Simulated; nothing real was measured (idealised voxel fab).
Process module under the name voxel released beams
Cross-section cut spans 275 nm and uses square cells 5 nm in size.
Square cells in a grid make up a cross-section in this document, and the grid is given as bands, listed from the top down, each one or more rows of cells. In this notation a band is specified by the heights of its top and bottom, in that order and in nm, after which its materials appear from left to right, each paired with its width in nm. The word "edge to edge" attached to a single material means that material fills the band from edge to edge; the word "empty" stands for empty space. Zero point of the height axis is 0; under it, received wafer = one material. Lowest band: continues down indefinitely, "top 0, no bottom". The two numbers in a width such as "30 to 40" mark its ends across the band: the first belongs to the top row of cells, the second to the bottom row, and from each row to the next the width moves by the same amount. The designation "no modifications", where it is given for a processing step, indicates that no cell of the cross-section was altered in the course of that step. Voids not open to the top, 8 cells minimum: see "Voids, enclosed". Written width x height at distance; distance is from the left edge; nm. Where a step's line continues beyond its settings, the continuation is a remark by the simulator itself on that step. When a step includes a mask, the "overlay nm" setting on its line states how far to the right of its planned place that mask lay, and negative values state how far to the left.
# Process steps - plan
1 RECEIVE: material Si
2 CONFORMAL_DEP: material Al2O3, thk nm 10
3 DIRECTIONAL_DEP: material SiO2, thk nm 15
4 MASKED_ETCH: tone open, mask id ANCHOR, width nm 25, etch materials SiO2, depth nm 15, overlay nm -15
5 CONFORMAL_DEP: material SiN, thk nm 10
6 MASKED_ETCH: tone cover, mask id BEAM, width nm 105, etch materials SiN, depth nm 10, overlay nm 0
7 STRIP: etch materials SiO2
Be aware that, although all wafers share a common starting state, the overlay nm at step 4 differs among them, and the plan displays the first wafer's value.
# Step 1 complete: as-received cross-section of the first of several wafers
    top 0, no bottom = Si edge to edge
    Voids, enclosed: none
# Every row in this table is a wafer at the end of the module, and it gives, for each of the materials, the cells that wafer has gained (+) or lost (-) since it was received, then its closed voids
overlay nm -15 | +110 Al2O3 | +54 SiN | Voids, enclosed: none
overlay nm -10 | +110 Al2O3 | +54 SiN | Voids, enclosed: none
overlay nm -5 | +110 Al2O3 | +54 SiN | Voids, enclosed: none
overlay nm 0 | +110 Al2O3 | +54 SiN | Voids, enclosed: none
overlay nm 5 | +110 Al2O3 | +54 SiN | Voids, enclosed: none
overlay nm 10 | +110 Al2O3 | +54 SiN | Voids, enclosed: none
overlay nm 15 | +110 Al2O3 | +54 SiN | Voids, enclosed: none
